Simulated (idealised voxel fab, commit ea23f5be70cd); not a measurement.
Module name: voxel spacer lines (process module)
Cross-sectional view cut (width: 300 nm; square cell size: 5 nm).
Just so we're on the same page, the cross-sections are grids of square cells, and they're listed out in bands top to bottom, each band one or more rows deep. Band entry format. Leading values: height of top, height of bottom, nm. Remainder: materials in left-to-right order, each with its width in nm. Special words: "throughout" on a single material, which then fills the band edge to edge; "empty", empty space. Below 0: as-received wafer, all one material; heights counted from there. Lowest band: no bottom, goes on down, written "0..down". Width: "30..40" (first number = top row, second number = bottom row, same change from row to row of cells). "no change" for a step: no cell of the cross-section changed in that step. Each empty space that has no open way to the top and spans at least 8 cells appears under "Closed cavity list" as width x height at distance, the distance counted from the left edge, all in nm. If you see something after the settings on a step's line, that's the simulator's own remark about that step. overlay nm: for a step with a mask, the amount by which the mask lay right of where it was planned; a negative amount means left of it.
## Listed below are the process steps as planned
1,RECEIVE [material Si]
2,CONFORMAL_DEP [material Al2O3] [thk nm 5]
3,DIRECTIONAL_DEP [material W] [thk nm 10]
4,DIRECTIONAL_DEP [material aC] [thk nm 20]
5,PATTERN [tone cover] [mask id MANDREL] [material resist] [width nm 15] [pitch nm 50] [thk nm 30] [overlay nm 0]
6,DIRECTIONAL_ETCH [etch materials aC] [depth nm 20]
7,STRIP [etch materials resist]
8,CONFORMAL_DEP [material SiO2] [thk nm 10]
9,DIRECTIONAL_ETCH [etch materials SiO2] [depth nm 10]
10,STRIP [etch materials aC]
11,DIRECTIONAL_ETCH [etch materials W] [depth nm 10]
12,STRIP [etch materials SiO2]
13,FILL_DEP [material SiO2] [thk nm 5]
14,CMP [height nm 15]
## Shown in cross-section is the wafer as received, that is, as it stands after step 1
0..down = Si throughout
Closed cavity list: none
## First wafer of two, sectioned at end of module; run went per plan
15..5 = 80 of SiO2; 10 of W; 15 of SiO2; 10 of W; 15 of SiO2; 10 of W; 15 of SiO2; 10 of W; 15 of SiO2; 10 of W; 15 of SiO2; 10 of W; 85 of SiO2
5..0 = Al2O3 throughout
0..down = Si throughout
Closed cavity list: none
## This cross-section belongs to the second wafer of two at the end of the module; the start and the plan were shared with the first, and the run included one mistake
15..5 = 90 of SiO2; 10 of W; 15 of SiO2; 10 of W; 15 of SiO2; 10 of W; 15 of SiO2; 10 of W; 15 of SiO2; 10 of W; 15 of SiO2; 10 of W; 75 of SiO2
5..0 = Al2O3 throughout
0..down = Si throughout
Closed cavity list: none
what went wrong: step 5 ran with different settings than intended, the actual operation and settings being PATTERN [tone cover] [mask id MANDREL] [material resist] [width nm 15] [pitch nm 50] [thk nm 30] [overlay nm 10]
Tallied in cells, the final second wafer holds each material in the same quantity as the first, although not at the same places.
